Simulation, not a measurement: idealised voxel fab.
Process module in this document: voxel gate over fins
Square cell edge 5 nm, section width 220 nm, ID cut.
Heads up, the way a cross-section reads in here is a grid of square cells, handed over as bands from the top down, with every band being one or more rows of cells.
Band: top height; bottom height; in nm. Then, left to right: material with width in nm, for each material. "throughout": a single material spanning edge to edge. "blank": empty space.
It should be noted that heights are counted from 0, beneath which the wafer as supplied is of one material throughout, and that the lowest band possesses no lower boundary but continues downward, as written in "0 down".
Width: "30->40" (first number = top row, second number = bottom row, same change from row to row of cells).
Step marked "remained unchanged"? Then no cell in the cross-section changed in it.
For the entry "Unvented internal voids", the listed items are empty spaces with no open way to the top whose size is 8 cells or more; each item follows the pattern width x height at distance, where distance is from the left edge and all three are in nm.
That trailing text on a step's line, after the settings, is the simulator's own remark on the step.
Among the settings permitted on a step's line is "overlay nm"; applied to a step with a mask, it specifies the extent to which the mask lay to the right of its planned position, whereas a negative figure signifies a position to the left.

[plan]
1) op RECEIVE | material Si
2) op CONFORMAL_DEP | material SiN | thk nm 5
3) op DIRECTIONAL_DEP | material aC | thk nm 15
4) op PATTERN | tone cover | mask id FINS | material resist | width nm 15 | pitch nm 45 | thk nm 30 | overlay nm 0
5) op DIRECTIONAL_ETCH | etch materials aC | depth nm 15
6) op STRIP | etch materials resist
7) op DIRECTIONAL_ETCH | etch materials SiN | depth nm 5
8) op DIRECTIONAL_ETCH | etch materials Si | depth nm 40
9) op STRIP | etch materials aC
10) op OXIDIZE | depth nm 5
11) op FILL_DEP | material SiO2 | thk nm 10
12) op CMP | height nm 5
13) op SELECTIVE_ETCH | etch materials SiO2 | depth nm 20
14) op STRIP | etch materials SiN
15) op CONFORMAL_DEP | material HfO2 | thk nm 5
16) op CONFORMAL_DEP | material TiN | thk nm 5
17) op FILL_DEP | material W | thk nm 15
18) op CMP | height nm 20
19) op CONFORMAL_DEP | material SiCN | thk nm 5

[This is the cross-section of the wafer as we received it, i.e. after step 1]
> 0 down  Si throughout
> Unvented internal voids: none

[This is how the wafer looks in cross-section once the module is done, given the starting state and plan above and one mistake in carrying the plan out]
> 25 to 20  SiCN throughout
> 20 to 10  W throughout
> 10 to 5  TiN (60), W (5), TiN (40), W (5), TiN (40), W (5), TiN (65)
> 5 to 0  HfO2 (55), TiN (5), W (5), TiN (5), HfO2 (30), TiN (5), W (5), TiN (5), HfO2 (30), TiN (5), W (5), TiN (5), HfO2 (60)
> 0 to -5  Si (50), HfO2 (5), TiN (5), W (5), TiN (5), HfO2 (5), Si (20), HfO2 (5), TiN (5), W (5), TiN (5), HfO2 (5), Si (20), HfO2 (5), TiN (5), W (5), TiN (5), HfO2 (5), Si (55)
> -5 to -10  Si (50), HfO2 (5), TiN (15), HfO2 (5), Si (20), HfO2 (5), TiN (15), HfO2 (5), Si (20), HfO2 (5), TiN (15), HfO2 (5), Si (55)
> -10 to -15  Si (50), HfO2 (25), Si (20), HfO2 (25), Si (20), HfO2 (25), Si (55)
> -15 to -45  Si (50), SiO2 (25), Si (20), SiO2 (25), Si (20), SiO2 (25), Si (55)
> -45 down  Si throughout
> Unvented internal voids: none
Deviation noted in wafer processing: step 4 went in with a setting other than planned; the actual run was op PATTERN | tone open | mask id FINS | material resist | width nm 15 | pitch nm 45 | thk nm 30 | overlay nm 0
